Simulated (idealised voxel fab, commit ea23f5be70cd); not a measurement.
Name of the process module below: voxel trench capacitor
In the cross-section labelled cut, the width is 290 nm and each square cell is 5 nm.
Cross-section, as written here: a square-cell grid given band by band from the top down, where a band holds one or more rows of cells.
Basically the band line says how high the top is and how high the bottom is, in nm, and then what's in it from left to right, every material with its width in nm. Empty space shows up as "blank", and if a single material carries "all across" it runs the full band edge to edge.
Zero point of the height axis is 0; under it, received wafer = one material. Lowest band: continues down indefinitely, "0 nm and below".
Graded width ("30->40"): value in top row of band = first number; value in bottom row = second number; row-to-row change constant.
It should be understood that the words "remained the same", when stated for a given step, signify that the cross-section underwent no change in any of its cells during that step.
"Closed void roster": empty spaces of 8 cells or more with no open way to the top, each given as width x height at distance, distance from the left edge, all in nm.
Whatever follows a step's settings on its line is a remark the simulator itself makes about that step.
overlay nm: mask right of planned place by this much (step with mask). Neg. = left.
Here's what the planned process steps look like
1: RECEIVE [material Si]
2: CONFORMAL_DEP [material SiN] [thk nm 5]
3: DIRECTIONAL_DEP [material aC] [thk nm 15]
4: PATTERN [tone open] [mask id TRENCH] [material resist] [width nm 20] [pitch nm 35] [thk nm 30] [overlay nm 0]
5: DIRECTIONAL_ETCH [etch materials aC] [depth nm 15]
6: STRIP [etch materials resist]
7: DIRECTIONAL_ETCH [etch materials SiN] [depth nm 5]
8: DIRECTIONAL_ETCH [etch materials Si] [depth nm 30]
9: STRIP [etch materials aC]
10: CONFORMAL_DEP [material Al2O3] [thk nm 5]
11: FILL_DEP [material polySi] [thk nm 10]
12: CMP [height nm 5]
Cross-section of the wafer upon arrival, representing the state reached after step 1
  0 nm and below  Si all across
  Closed void roster: none
The cross-section shown corresponds to the wafer at the conclusion of the module. The initial structure and the process plan are those presented above; however, one mistake occurred in executing the plan
  5 nm to 0 nm  SiN 120 / Al2O3 5 / polySi 5 / Al2O3 5 / SiN 20 / Al2O3 5 / polySi 5 / Al2O3 5 / SiN 120
  0 nm to -25 nm  Si 120 / Al2O3 5 / polySi 5 / Al2O3 5 / Si 20 / Al2O3 5 / polySi 5 / Al2O3 5 / Si 120
  -25 nm to -30 nm  Si 120 / Al2O3 15 / Si 20 / Al2O3 15 / Si 120
  -30 nm and below  Si all across
  Closed void roster: none
Which mistake was made when the wafer was run? heads up, step 4 didn't go per plan, it actually ran as PATTERN [tone open] [mask id TRENCH] [material resist] [width nm 15] [pitch nm 35] [thk nm 30] [overlay nm 0]
